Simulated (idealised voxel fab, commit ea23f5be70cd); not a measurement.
The process module presented herein is designated voxel gate over fins.
In the cross-section labelled cut, the width is 165 nm and each square cell is 5 nm.
Just so we're on the same page, the cross-sections are grids of square cells, and they're listed out in bands top to bottom, each band one or more rows deep.
Basically the band line says how high the top is and how high the bottom is, in nm, and then what's in it from left to right, every material with its width in nm. Empty space shows up as "air", and if a single material carries "full width" it runs the full band edge to edge.
Heights are measured from 0, the level below which the as-received wafer is all one material; the lowest band has no bottom and continues downward, written as in "0 down".
The two numbers in a width such as "30->40" mark its ends across the band: the first belongs to the top row of cells, the second to the bottom row, and from each row to the next the width moves by the same amount.
When a step is marked "no alterations made", none of the cells in the cross-section changed during that step.
"Sealed-off cavities": sealed empty spaces, 8 cells or more, no open way to top, listed width x height at distance, with distance from the left edge and width, height and distance in nm.
If you see something after the settings on a step's line, that's the simulator's own remark about that step.
The setting "overlay nm" may be written on the line of a step. When the step uses a mask, the value reports how far to the right of the planned place the mask lay, and a negative value reports that it lay to the left.

# The planned process steps are enumerated hereunder
1,RECEIVE (material Si)
2,CONFORMAL_DEP (material SiN; thk nm 5)
3,PATTERN (tone cover; mask id FINS; material resist; width nm 15; pitch nm 60; thk nm 20; overlay nm 0)
4,DIRECTIONAL_ETCH (etch materials SiN; depth nm 5)
5,DIRECTIONAL_ETCH (etch materials Si; depth nm 30)
6,STRIP (etch materials resist)
7,OXIDIZE (depth nm 5)
8,FILL_DEP (material SiO2; thk nm 5)
9,CMP (height nm 5)
10,MASKED_ETCH (tone open; mask id RAIL; width nm 15; etch materials SiO2; depth nm 30; overlay nm 0)
11,CONFORMAL_DEP (material TiN; thk nm 5)
12,FILL_DEP (material W; thk nm 10)
13,CMP (height nm 5)
14,SELECTIVE_ETCH (etch materials W Ru TiN; depth nm 25)
15,FILL_DEP (material SiO2; thk nm 5)
16,CMP (height nm 5)
17,SELECTIVE_ETCH (etch materials SiO2; depth nm 20)
18,STRIP (etch materials SiN)
19,CONFORMAL_DEP (material HfO2; thk nm 5)
20,CONFORMAL_DEP (material TiN; thk nm 5)
21,FILL_DEP (material W; thk nm 15)
22,CMP (height nm 20)
23,CONFORMAL_DEP (material SiN; thk nm 10)

# Shown in cross-section is the wafer as received, that is, as it stands after step 1
* 0 down = Si full width
* Sealed-off cavities: none

# First of two wafers, end-of-module section, run followed plan
* 30 to 20 = SiN full width
* 20 to 10 = W full width
* 10 to 5 = W 10 nm, TiN 25 nm, W 35 nm, TiN 25 nm, W 35 nm, TiN 25 nm, W 10 nm
* 5 to 0 = W 10 nm, TiN 5 nm, HfO2 15 nm, TiN 5 nm, W 35 nm, TiN 5 nm, HfO2 15 nm, TiN 5 nm, W 35 nm, TiN 5 nm, HfO2 15 nm, TiN 5 nm, W 10 nm
* 0 to -5 = W 10 nm, TiN 5 nm, HfO2 5 nm, Si 5 nm, HfO2 5 nm, TiN 5 nm, W 35 nm, TiN 5 nm, HfO2 5 nm, Si 5 nm, HfO2 5 nm, TiN 5 nm, W 35 nm, TiN 5 nm, HfO2 5 nm, Si 5 nm, HfO2 5 nm, TiN 5 nm, W 10 nm
* -5 to -10 = TiN 15 nm, HfO2 5 nm, Si 5 nm, HfO2 5 nm, TiN 45 nm, HfO2 5 nm, Si 5 nm, HfO2 5 nm, TiN 45 nm, HfO2 5 nm, Si 5 nm, HfO2 5 nm, TiN 15 nm
* -10 to -15 = HfO2 20 nm, Si 5 nm, HfO2 55 nm, Si 5 nm, HfO2 55 nm, Si 5 nm, HfO2 20 nm
* -15 to -20 = SiO2 20 nm, Si 5 nm, SiO2 55 nm, Si 5 nm, SiO2 55 nm, Si 5 nm, SiO2 20 nm
* -20 to -25 = SiO2 20 nm, Si 5 nm, SiO2 20 nm, TiN 15 nm, SiO2 20 nm, Si 5 nm, SiO2 55 nm, Si 5 nm, SiO2 20 nm
* -25 to -35 = SiO2 20 nm, Si 5 nm, SiO2 55 nm, Si 5 nm, SiO2 55 nm, Si 5 nm, SiO2 20 nm
* -35 down = Si full width
* Sealed-off cavities: none

# This is the second of the two wafers, cross-sectioned at the end of the module; it started exactly like the first and was given the same plan, but it was run with one mistake
* 25 to 15 = SiN full width
* 15 to 10 = W full width
* 10 to 5 = W 10 nm, TiN 25 nm, W 35 nm, TiN 25 nm, W 35 nm, TiN 25 nm, W 10 nm
* 5 to 0 = W 10 nm, TiN 5 nm, HfO2 15 nm, TiN 5 nm, W 35 nm, TiN 5 nm, HfO2 15 nm, TiN 5 nm, W 35 nm, TiN 5 nm, HfO2 15 nm, TiN 5 nm, W 10 nm
* 0 to -5 = W 10 nm, TiN 5 nm, HfO2 5 nm, Si 5 nm, HfO2 5 nm, TiN 5 nm, W 35 nm, TiN 5 nm, HfO2 5 nm, Si 5 nm, HfO2 5 nm, TiN 5 nm, W 35 nm, TiN 5 nm, HfO2 5 nm, Si 5 nm, HfO2 5 nm, TiN 5 nm, W 10 nm
* -5 to -10 = TiN 15 nm, HfO2 5 nm, Si 5 nm, HfO2 5 nm, TiN 45 nm, HfO2 5 nm, Si 5 nm, HfO2 5 nm, TiN 45 nm, HfO2 5 nm, Si 5 nm, HfO2 5 nm, TiN 15 nm
* -10 to -15 = HfO2 20 nm, Si 5 nm, HfO2 55 nm, Si 5 nm, HfO2 55 nm, Si 5 nm, HfO2 20 nm
* -15 to -20 = SiO2 20 nm, Si 5 nm, SiO2 55 nm, Si 5 nm, SiO2 55 nm, Si 5 nm, SiO2 20 nm
* -20 to -25 = SiO2 20 nm, Si 5 nm, SiO2 20 nm, TiN 15 nm, SiO2 20 nm, Si 5 nm, SiO2 55 nm, Si 5 nm, SiO2 20 nm
* -25 to -35 = SiO2 20 nm, Si 5 nm, SiO2 55 nm, Si 5 nm, SiO2 55 nm, Si 5 nm, SiO2 20 nm
* -35 down = Si full width
* Sealed-off cavities: none
Error vs. plan: step 22 changed vs plan, executed as CMP (height nm 15)
The closing comparison, in cells, has the second wafer with more or fewer of some materials than the first: 33 fewer of W
